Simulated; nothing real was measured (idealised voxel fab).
A process module follows: voxel gate over fins.
The figure presents cross-section cut, which has a width of 235 nm and is divided into square cells with an edge length of 5 nm.
Square cells in a grid make up a cross-section in this document, and the grid is given as bands, listed from the top down, each one or more rows of cells. A band entry consists of two parts. The first gives the height of the band's top and the height of its bottom, in nm. The rest lists the band's materials from left to right, each with its width in nm. A single material labelled with the word "edge to edge" fills the band from edge to edge, and the word "blank" marks empty space. For the purposes of this specification, 0 denotes the height below which the wafer in its as-received condition is composed wholly of one material, and the lowermost band, lacking a lower limit, extends downward without end, as expressed in "z 0 and below". Graded width ("30..40"): value in top row of band = first number; value in bottom row = second number; row-to-row change constant. Where a step carries "no alterations made", the cross-section came out of it unchanged, cell for cell. "Voids, sealed" contains a list of empty spaces, each no smaller than 8 cells and without an open way to the top, written in the form width x height at distance with the distance from the left edge and all three in nm. What comes after the settings on a step's line is commentary from the simulator itself on that step. overlay nm: for a step with a mask, the amount by which the mask lay right of where it was planned; a negative amount means left of it.

plan
1) RECEIVE [material Si]
2) CONFORMAL_DEP [material SiN] [thk nm 5]
3) PATTERN [tone cover] [mask id FINS] [material resist] [width nm 15] [pitch nm 35] [thk nm 15] [overlay nm -15]
4) DIRECTIONAL_ETCH [etch materials SiN] [depth nm 5]
5) DIRECTIONAL_ETCH [etch materials Si] [depth nm 35]
6) STRIP [etch materials resist]
7) FILL_DEP [material SiO2] [thk nm 5]
8) CMP [height nm 5]
9) SELECTIVE_ETCH [etch materials SiO2] [depth nm 15]
10) STRIP [etch materials SiN]
11) CONFORMAL_DEP [material HfO2] [thk nm 5]
12) CONFORMAL_DEP [material TiN] [thk nm 5]
13) FILL_DEP [material W] [thk nm 10]
14) CMP [height nm 15]
15) CONFORMAL_DEP [material SiN] [thk nm 5]
The overlay nm used in step 3 is not the same on every wafer, whereas the starting condition is; the value printed in the plan is the first wafer's.

This is how the first of several wafers looked in cross-section when it arrived, which is after step 1
- z 0 and below = Si edge to edge
- Voids, sealed: none

Per wafer, end of module: cells gained (+) or lost (-) per material since receipt, then closed voids
overlay nm -15 | +59 HfO2 | -266 Si | +47 SiN | +190 SiO2 | +59 TiN | +99 W | Voids, sealed: none
overlay nm -10 | +59 HfO2 | -266 Si | +47 SiN | +190 SiO2 | +59 TiN | +99 W | Voids, sealed: none
overlay nm -5 | +59 HfO2 | -266 Si | +47 SiN | +190 SiO2 | +59 TiN | +99 W | Voids, sealed: none
overlay nm 0 | +59 HfO2 | -266 Si | +47 SiN | +190 SiO2 | +59 TiN | +99 W | Voids, sealed: none
overlay nm 5 | +59 HfO2 | -266 Si | +47 SiN | +190 SiO2 | +59 TiN | +99 W | Voids, sealed: none
overlay nm 10 | +59 HfO2 | -266 Si | +47 SiN | +190 SiO2 | +59 TiN | +99 W | Voids, sealed: none
overlay nm 15 | +59 HfO2 | -266 Si | +47 SiN | +190 SiO2 | +59 TiN | +99 W | Voids, sealed: none
